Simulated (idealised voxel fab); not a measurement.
You're looking at the process module voxel transistor to metal.
cross-section cut | 210 nm wide | cells 5 nm
Throughout this document, each cross-section is represented as a grid of square cells and is presented as a sequence of bands enumerated from the top downward, where a band comprises one or more rows of cells. Within each band entry, the heights of the top and of the bottom of the band appear first, in that order and in nm; the materials of the band then follow from left to right, each with its corresponding width in nm. The designation "edge to edge" on a single material indicates that it fills the band from edge to edge; the designation "air" indicates empty space. Height datum 0, below which the as-received substrate wafer is one material. Lowest band open at the bottom, running downward: "z 0 and below". The width entry "30 to 40" should be interpreted row by row: the top row of cells in the band takes the first number, the bottom row takes the second number, and the change between adjacent rows is uniform throughout. Take "same as before" at face value: in the step it is given for, the cross-section changed in none of its cells. Empty spaces without an open route to the top, at least 8 cells in extent, make up the entry "Fully closed voids"; each is given as width x height at distance, where the distance is measured from the left edge, and all are in nm. On a step's line, text after the settings is the simulator commenting on that step. Steps that use a mask can have "overlay nm" on their line. It says how far the mask sat to the right of where it was meant to be. Negative means to the left.

**Process steps (planned)**
1: RECEIVE with material Si
2: OXIDIZE with depth nm 5
3: CONFORMAL_DEP with material SiN, thk nm 15
4: PATTERN with tone cover, mask id ACTIVE, material resist, width nm 115, thk nm 15, overlay nm 0
5: DIRECTIONAL_ETCH with etch materials SiN, depth nm 15
6: DIRECTIONAL_ETCH with etch materials SiO2, depth nm 5
7: DIRECTIONAL_ETCH with etch materials Si, depth nm 30
8: STRIP with etch materials resist
9: OXIDIZE with depth nm 5
10: FILL_DEP with material SiO2, thk nm 10
11: CMP with height nm 15
12: SELECTIVE_ETCH with etch materials SiO2, depth nm 10
13: STRIP with etch materials SiN
14: SELECTIVE_ETCH with etch materials SiO2, depth nm 5
15: OXIDIZE with depth nm 5
16: DIRECTIONAL_DEP with material polySi, thk nm 20
17: DIRECTIONAL_DEP with material SiCN, thk nm 15
18: DIRECTIONAL_DEP with material aC, thk nm 10
19: PATTERN with tone cover, mask id GATE, material resist, width nm 25, thk nm 25, overlay nm 0
20: DIRECTIONAL_ETCH with etch materials aC, depth nm 10
21: STRIP with etch materials resist
22: DIRECTIONAL_ETCH with etch materials SiCN, depth nm 25
23: DIRECTIONAL_ETCH with etch materials polySi, depth nm 30
24: STRIP with etch materials aC
25: CONFORMAL_DEP with material SiO2, thk nm 5
26: DIRECTIONAL_ETCH with etch materials SiO2, depth nm 5
27: CONFORMAL_DEP with material SiN, thk nm 5
28: DIRECTIONAL_ETCH with etch materials SiN, depth nm 5
29: DIRECTIONAL_ETCH with etch materials SiO2, depth nm 5
30: DIRECTIONAL_ETCH with etch materials Si, depth nm 5
31: EPI with material SiGe, thk nm 10
32: FILL_DEP with material SiO2, thk nm 5
33: CMP with height nm 30
34: DIRECTIONAL_DEP with material SiO2, thk nm 10
35: DIRECTIONAL_DEP with material aC, thk nm 10
36: PATTERN with tone open, mask id CONTACT, material resist, width nm 35, pitch nm 70, thk nm 30, overlay nm 0
37: DIRECTIONAL_ETCH with etch materials aC, depth nm 10
38: STRIP with etch materials resist
39: DIRECTIONAL_ETCH with etch materials SiO2, depth nm 45
40: STRIP with etch materials aC
41: CONFORMAL_DEP with material TiN, thk nm 5
42: FILL_DEP with material Ru, thk nm 5
43: CMP with height nm 40
44: DIRECTIONAL_DEP with material TiN, thk nm 5
45: DIRECTIONAL_DEP with material W, thk nm 15
46: MASKED_ETCH with tone cover, mask id METAL_1, width nm 20, pitch nm 85, etch materials W, depth nm 15, overlay nm 0
47: MASKED_ETCH with tone cover, mask id METAL_1, width nm 20, pitch nm 85, etch materials TiN, depth nm 5, overlay nm 0
48: CONFORMAL_DEP with material SiN, thk nm 5
49: FILL_DEP with material SiO2, thk nm 10
50: CMP with height nm 60
51: CONFORMAL_DEP with material SiCN, thk nm 5
52: DIRECTIONAL_DEP with material SiO2, thk nm 25
53: PATTERN with tone open, mask id METAL_2, material resist, width nm 20, pitch nm 85, thk nm 20, overlay nm 0
54: DIRECTIONAL_ETCH with etch materials SiO2, depth nm 15
55: STRIP with etch materials resist
56: PATTERN with tone open, mask id METAL_2_HOLES, material resist, width nm 15, pitch nm 85, thk nm 20, overlay nm 0
57: DIRECTIONAL_ETCH with etch materials SiO2, depth nm 10
58: DIRECTIONAL_ETCH with etch materials SiCN, depth nm 5
59: STRIP with etch materials resist
60: CONFORMAL_DEP with material TiN, thk nm 5
61: FILL_DEP with material Cu, thk nm 5
62: CMP with height nm 90
63: CONFORMAL_DEP with material SiN, thk nm 5

**Cross-sectional view of the wafer in its as-received condition, corresponding to the state after step 1**
z 0 and below = Si edge to edge
Fully closed voids: none

**Starting structure and process plan are as shown above, but one mistake was made in running the module; the wafer cross-section at the end of the module follows**
z 95 to 90 = SiN edge to edge
z 90 to 80 = SiO2 (50) / TiN (5) / Cu (10) / TiN (5) / SiO2 (65) / TiN (5) / Cu (10) / TiN (5) / SiO2 (55)
z 80 to 75 = SiO2 (50) / TiN (5) / Cu (5) / TiN (10) / SiO2 (65) / TiN (5) / Cu (5) / TiN (10) / SiO2 (55)
z 75 to 65 = SiO2 (50) / TiN (5) / Cu (5) / TiN (5) / SiO2 (70) / TiN (5) / Cu (5) / TiN (5) / SiO2 (60)
z 65 to 60 = SiCN (50) / TiN (15) / SiCN (70) / TiN (15) / SiCN (60)
z 60 to 45 = SiO2 (45) / SiN (5) / W (20) / SiN (5) / SiO2 (55) / SiN (5) / W (20) / SiN (5) / SiO2 (50)
z 45 to 40 = SiN (50) / TiN (20) / SiN (65) / TiN (20) / SiN (55)
z 40 to 30 = SiO2 (50) / TiN (5) / Ru (25 to 20) / TiN (5 to 10) / SiO2 (35) / TiN (5 to 10) / Ru (25 to 20) / TiN (5) / SiO2 (55)
z 30 to 15 = SiO2 (50) / TiN (5) / Ru (20) / TiN (5) / SiN (5) / SiO2 (5) / SiCN (25) / SiO2 (5) / SiN (5) / TiN (5) / Ru (20) / TiN (5) / SiO2 (55)
z 15 to 5 = SiO2 (50) / TiN (5) / Ru (20) / TiN (5) / SiN (5) / SiO2 (5) / polySi (25) / SiO2 (5) / SiN (5) / TiN (5) / Ru (20) / TiN (5) / SiO2 (55)
z 5 to 0 = SiO2 (50) / TiN (5) / Ru (10) / TiN (15) / SiN (5) / SiO2 (5) / polySi (25) / SiO2 (5) / SiN (5) / TiN (15) / Ru (10) / TiN (5) / SiO2 (55)
z 0 to -5 = SiO2 (45) / SiN (5) / TiN (20) / SiGe (10) / SiN (5) / SiO2 (5) / polySi (25) / SiO2 (5) / SiN (5) / SiGe (10) / TiN (20) / SiN (5) / SiO2 (50)
z -5 to -10 = SiO2 (50) / SiGe (30) / SiO2 (45) / SiGe (30) / SiO2 (55)
z -10 to -15 = SiO2 (50) / SiGe (30) / Si (45) / SiGe (30) / SiO2 (55)
z -15 to -70 = SiO2 (50) / Si (105) / SiO2 (55)
z -70 and below = Si edge to edge
Fully closed voids: none
Run error: step 7 of the plan was executed twice over
